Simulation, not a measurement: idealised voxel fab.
Process module under the name voxel trench capacitor
FYI the section here is cut, 260 nm wide, cells are 5 nm squares.
When this document writes out a cross-section, it uses a grid of square cells and lists it as bands, beginning at the top and moving down, with a band standing for one or more rows of cells. In this notation a band is specified by the heights of its top and bottom, in that order and in nm, after which its materials appear from left to right, each paired with its width in nm. The word "edge to edge" attached to a single material means that material fills the band from edge to edge; the word "empty" stands for empty space. Note: height 0 marks the level under which the wafer is uniformly one material as received. Lowest band unbounded below, written "0 and below". A width such as "30..40" changes by the same amount from each row of cells to the next, from the band's top row to its bottom row. Key: "no alteration" - step with no changed cell in the cross-section. This entry, "Closed void entries", enumerates those empty regions of no fewer than 8 cells that possess no open connection to the top. Each region is reported in the form width x height at distance, the distance being taken from the left edge, with all three quantities expressed in nm. Text after the settings on a step's line: the simulator's own remark on that step. "overlay nm" on a masked step: distance the mask lay right of its planned place, negative for left.

plan:
1 op RECEIVE | material Si
2 op CONFORMAL_DEP | material SiN | thk nm 5
3 op MASKED_ETCH | tone open | mask id TRENCH | width nm 25 | pitch nm 50 | etch materials SiN | depth nm 5 | overlay nm 0
4 op MASKED_ETCH | tone open | mask id TRENCH | width nm 25 | pitch nm 50 | etch materials Si | depth nm 30 | overlay nm 0
5 op CONFORMAL_DEP | material SiO2 | thk nm 5
6 op FILL_DEP | material polySi | thk nm 10
7 op CMP | height nm 5

Account of the first of two wafers, which was processed as intended:

Cross-section of the incoming wafer, state after step 1:
0 and below: Si edge to edge
Closed void entries: none

The following cross-section depicts the wafer upon completion of step 2:
5 down to 0: SiN edge to edge
At heights below 0, the structure remains unaltered.

The following cross-section depicts the wafer upon completion of step 3:
5 down to 0: 90 of SiN, then 25 of empty, then 25 of SiN, then 25 of empty, then 95 of SiN
At heights below 0, the structure remains unaltered.

The following cross-section depicts the wafer upon completion of step 4:
5 down to 0: 90 of SiN, then 25 of empty, then 25 of SiN, then 25 of empty, then 95 of SiN
0 down to -30: 90 of Si, then 25 of empty, then 25 of Si, then 25 of empty, then 95 of Si
At heights below -30, the structure remains unaltered.

The following cross-section depicts the wafer upon completion of step 5:
10 down to 5: 95 of SiO2, then 15 of empty, then 35 of SiO2, then 15 of empty, then 100 of SiO2
5 down to 0: 90 of SiN, then 5 of SiO2, then 15 of empty, then 5 of SiO2, then 25 of SiN, then 5 of SiO2, then 15 of empty, then 5 of SiO2, then 95 of SiN
0 down to -25: 90 of Si, then 5 of SiO2, then 15 of empty, then 5 of SiO2, then 25 of Si, then 5 of SiO2, then 15 of empty, then 5 of SiO2, then 95 of Si
-25 down to -30: 90 of Si, then 25 of SiO2, then 25 of Si, then 25 of SiO2, then 95 of Si
At heights below -30, the structure remains unaltered.

The following cross-section depicts the wafer upon completion of step 6:
20 down to 10: polySi edge to edge
10 down to 5: 95 of SiO2, then 15 of polySi, then 35 of SiO2, then 15 of polySi, then 100 of SiO2
5 down to 0: 90 of SiN, then 5 of SiO2, then 15 of polySi, then 5 of SiO2, then 25 of SiN, then 5 of SiO2, then 15 of polySi, then 5 of SiO2, then 95 of SiN
0 down to -25: 90 of Si, then 5 of SiO2, then 15 of polySi, then 5 of SiO2, then 25 of Si, then 5 of SiO2, then 15 of polySi, then 5 of SiO2, then 95 of Si
At heights below -25, the structure remains unaltered.

The following cross-section depicts the wafer upon completion of step 7:
5 down to 0: 90 of SiN, then 5 of SiO2, then 15 of polySi, then 5 of SiO2, then 25 of SiN, then 5 of SiO2, then 15 of polySi, then 5 of SiO2, then 95 of SiN
At heights below 0, the structure remains unaltered.

Second wafer: same start and same plan as the first, one execution error; identical to the first through step 2:

Cross-sectional representation of the second wafer at the time designated in the plan for the completion of step 3:
5 down to 0: 85 of SiN, then 35 of empty, then 15 of SiN, then 35 of empty, then 90 of SiN
At heights below 0, the structure remains unaltered.

Cross-sectional representation of the second wafer at the time designated in the plan for the completion of step 4:
5 down to 0: 85 of SiN, then 35 of empty, then 15 of SiN, then 35 of empty, then 90 of SiN
0 down to -30: 90 of Si, then 25 of empty, then 25 of Si, then 25 of empty, then 95 of Si
At heights below -30, the structure remains unaltered.

Cross-sectional representation of the second wafer at the time designated in the plan for the completion of step 5:
10 down to 5: 90 of SiO2, then 25 of empty, then 25 of SiO2, then 25 of empty, then 95 of SiO2
5 down to 0: 85 of SiN, then 10 of SiO2, then 15 of empty, then 10 of SiO2, then 15 of SiN, then 10 of SiO2, then 15 of empty, then 10 of SiO2, then 90 of SiN
0 down to -25: 90 of Si, then 5 of SiO2, then 15 of empty, then 5 of SiO2, then 25 of Si, then 5 of SiO2, then 15 of empty, then 5 of SiO2, then 95 of Si
-25 down to -30: 90 of Si, then 25 of SiO2, then 25 of Si, then 25 of SiO2, then 95 of Si
At heights below -30, the structure remains unaltered.

Cross-sectional representation of the second wafer at the time designated in the plan for the completion of step 6:
20 down to 10: polySi edge to edge
10 down to 5: 90 of SiO2, then 25 of polySi, then 25 of SiO2, then 25 of polySi, then 95 of SiO2
5 down to 0: 85 of SiN, then 10 of SiO2, then 15 of polySi, then 10 of SiO2, then 15 of SiN, then 10 of SiO2, then 15 of polySi, then 10 of SiO2, then 90 of SiN
0 down to -25: 90 of Si, then 5 of SiO2, then 15 of polySi, then 5 of SiO2, then 25 of Si, then 5 of SiO2, then 15 of polySi, then 5 of SiO2, then 95 of Si
At heights below -25, the structure remains unaltered.

Cross-sectional representation of the second wafer at the time designated in the plan for the completion of step 7:
5 down to 0: 85 of SiN, then 10 of SiO2, then 15 of polySi, then 10 of SiO2, then 15 of SiN, then 10 of SiO2, then 15 of polySi, then 10 of SiO2, then 90 of SiN
At heights below 0, the structure remains unaltered.
The mistake made against the process plan was this: step 3 changed vs plan, executed as op MASKED_ETCH | tone open | mask id TRENCH | width nm 35 | pitch nm 50 | etch materials SiN | depth nm 5 | overlay nm 0
In the final state, the cell counts of the second wafer exceed or fall short of those of the first for the following materials: -4 SiN; +4 SiO2
